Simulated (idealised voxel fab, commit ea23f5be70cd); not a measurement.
process module | voxel wiring stack
cross-section cut | 240 nm wide | cells 5 nm
A cross-section is a grid of square cells, given in bands from the top down. A band is one or more rows of cells.
Each band's line starts with the height of the band's top and of its bottom, in nm. Then come its materials from left to right, each with its width in nm. One material with "throughout" fills the band from edge to edge. "air" is empty space.
Height 0 is the level under which the wafer as received is all one material. The lowest band goes on downwards, as in "0 down".
A width such as "30 to 40" changes by the same amount from each row of cells to the next, from the band's top row to its bottom row.
"no change" after a step means that no cell of the cross-section changed.
closed voids: empty space of 8 cells or more with no open way to the top, each as width x height at its distance from the left edge, in nm
after a step's settings: what the simulator itself notes on the step
overlay nm, on a step with a mask: how far to the right of its planned place the mask lay; to the left if negative
plan
1 op RECEIVE | material Si
2 op CONFORMAL_DEP | material SiO2 | thk nm 15
3 op CONFORMAL_DEP | material SiN | thk nm 5
4 op DIRECTIONAL_DEP | material SiO2 | thk nm 15
5 op PATTERN | tone open | mask id METAL_1 | material resist | width nm 30 | pitch nm 50 | thk nm 20 | overlay nm 0
6 op DIRECTIONAL_ETCH | etch materials SiO2 | depth nm 15
7 op DIRECTIONAL_ETCH | etch materials SiN | depth nm 5
8 op STRIP | etch materials resist
9 op CONFORMAL_DEP | material TiN | thk nm 5
10 op FILL_DEP | material Cu | thk nm 10
11 op CMP | height nm 35
12 op EPI | material Ru | thk nm 5
13 op FILL_DEP | material SiCN | thk nm 5
14 op DIRECTIONAL_DEP | material lowk | thk nm 25
15 op DIRECTIONAL_DEP | material aC | thk nm 15
16 op PATTERN | tone open | mask id METAL_2 | material resist | width nm 30 | pitch nm 50 | thk nm 35 | overlay nm 0
17 op DIRECTIONAL_ETCH | etch materials aC | depth nm 15
18 op STRIP | etch materials resist
19 op DIRECTIONAL_ETCH | etch materials lowk | depth nm 15
20 op STRIP | etch materials aC
21 op PATTERN | tone open | mask id METAL_2_HOLES | material resist | width nm 15 | thk nm 15 | overlay nm 0
22 op DIRECTIONAL_ETCH | etch materials lowk | depth nm 10
23 op DIRECTIONAL_ETCH | etch materials SiCN | depth nm 5
24 op STRIP | etch materials resist
25 op CONFORMAL_DEP | material TiN | thk nm 5
26 op FILL_DEP | material Ru | thk nm 10
27 op CMP | height nm 70
28 op CONFORMAL_DEP | material SiN | thk nm 5
as received, after step 1
  0 down: Si throughout
  closed voids: none
first wafer at the end, as planned
  75 to 70: SiN throughout
  70 to 60: lowk 80 | TiN 5 | Ru 20 | TiN 5 | lowk 20 | TiN 5 | Ru 20 | TiN 5 | lowk 80
  60 to 55: lowk 80 | TiN 5 | Ru 5 | TiN 20 | lowk 20 | TiN 30 | lowk 80
  55 to 45: lowk 80 | TiN 5 | Ru 5 | TiN 5 | lowk 145
  45 to 40: SiCN 80 | TiN 15 | SiCN 145
  40 to 35: SiCN 75 | Ru 40 | SiCN 10 | Ru 40 | SiCN 75
  35 to 20: SiO2 80 | TiN 5 | Cu 20 | TiN 5 | SiO2 20 | TiN 5 | Cu 20 | TiN 5 | SiO2 80
  20 to 15: SiN 80 | TiN 30 | SiN 20 | TiN 30 | SiN 80
  15 to 0: SiO2 throughout
  0 down: Si throughout
  closed voids: none
second wafer at the end: like start, like plan, one mistake
  75 to 70: SiN throughout
  70 to 60: lowk 80 | SiO2 5 | Ru 20 | SiO2 5 | lowk 20 | SiO2 5 | Ru 20 | SiO2 5 | lowk 80
  60 to 55: lowk 80 | SiO2 5 | Ru 5 | SiO2 20 | lowk 20 | SiO2 30 | lowk 80
  55 to 45: lowk 80 | SiO2 5 | Ru 5 | SiO2 5 | lowk 145
  45 to 40: SiCN 80 | SiO2 15 | SiCN 145
  40 to 35: SiCN 75 | Ru 40 | SiCN 10 | Ru 40 | SiCN 75
  35 to 20: SiO2 80 | TiN 5 | Cu 20 | TiN 5 | SiO2 20 | TiN 5 | Cu 20 | TiN 5 | SiO2 80
  20 to 15: SiN 80 | TiN 30 | SiN 20 | TiN 30 | SiN 80
  15 to 0: SiO2 throughout
  0 down: Si throughout
  closed voids: none
what went wrong: step 25 ran as: op CONFORMAL_DEP | material SiO2 | thk nm 5
at the end the second wafer has, in cells: 26 more of SiO2 | 26 fewer of TiN
